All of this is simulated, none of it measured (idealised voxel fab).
process module | voxel spacer lines
cross-section cut | 255 nm wide | cells 5 nm
A cross-section is a grid of square cells, given in bands from the top down. A band is one or more rows of cells.
Each band's line starts with the height of the band's top and of its bottom, in nm. Then come its materials from left to right, each with its width in nm. One material with "throughout" fills the band from edge to edge. "air" is empty space.
Height 0 is the level under which the wafer as received is all one material. The lowest band goes on downwards, as in "0 down".
A width such as "30 to 40" changes by the same amount from each row of cells to the next, from the band's top row to its bottom row.
"no change" after a step means that no cell of the cross-section changed.
closed voids: empty space of 8 cells or more with no open way to the top, each as width x height at its distance from the left edge, in nm
after a step's settings: what the simulator itself notes on the step
overlay nm, on a step with a mask: how far to the right of its planned place the mask lay; to the left if negative
plan
1 op RECEIVE | material Si
2 op CONFORMAL_DEP | material Al2O3 | thk nm 10
3 op DIRECTIONAL_DEP | material TiN | thk nm 10
4 op DIRECTIONAL_DEP | material polySi | thk nm 30
5 op PATTERN | tone cover | mask id MANDREL | material resist | width nm 20 | pitch nm 60 | thk nm 35 | overlay nm 0
6 op DIRECTIONAL_ETCH | etch materials polySi | depth nm 30
7 op STRIP | etch materials resist
8 op CONFORMAL_DEP | material SiO2 | thk nm 10
9 op DIRECTIONAL_ETCH | etch materials SiO2 | depth nm 10
10 op STRIP | etch materials polySi
11 op DIRECTIONAL_ETCH | etch materials TiN | depth nm 10
12 op STRIP | etch materials SiO2
13 op FILL_DEP | material lowk | thk nm 5
14 op CMP | height nm 20
as received, after step 1
  0 down: Si throughout
  closed voids: none
first wafer at the end, as planned
  20 to 10: lowk 75 | TiN 10 | lowk 20 | TiN 10 | lowk 20 | TiN 10 | lowk 20 | TiN 10 | lowk 80
  10 to 0: Al2O3 throughout
  0 down: Si throughout
  closed voids: none
second wafer at the end: like start, like plan, one mistake
  20 to 10: lowk 65 | TiN 10 | lowk 20 | TiN 10 | lowk 20 | TiN 10 | lowk 20 | TiN 10 | lowk 90
  10 to 0: Al2O3 throughout
  0 down: Si throughout
  closed voids: none
what went wrong: step 5 ran as: op PATTERN | tone cover | mask id MANDREL | material resist | width nm 20 | pitch nm 60 | thk nm 35 | overlay nm -10
at the end the second wafer has, in cells: as many of each material as the first, in other places
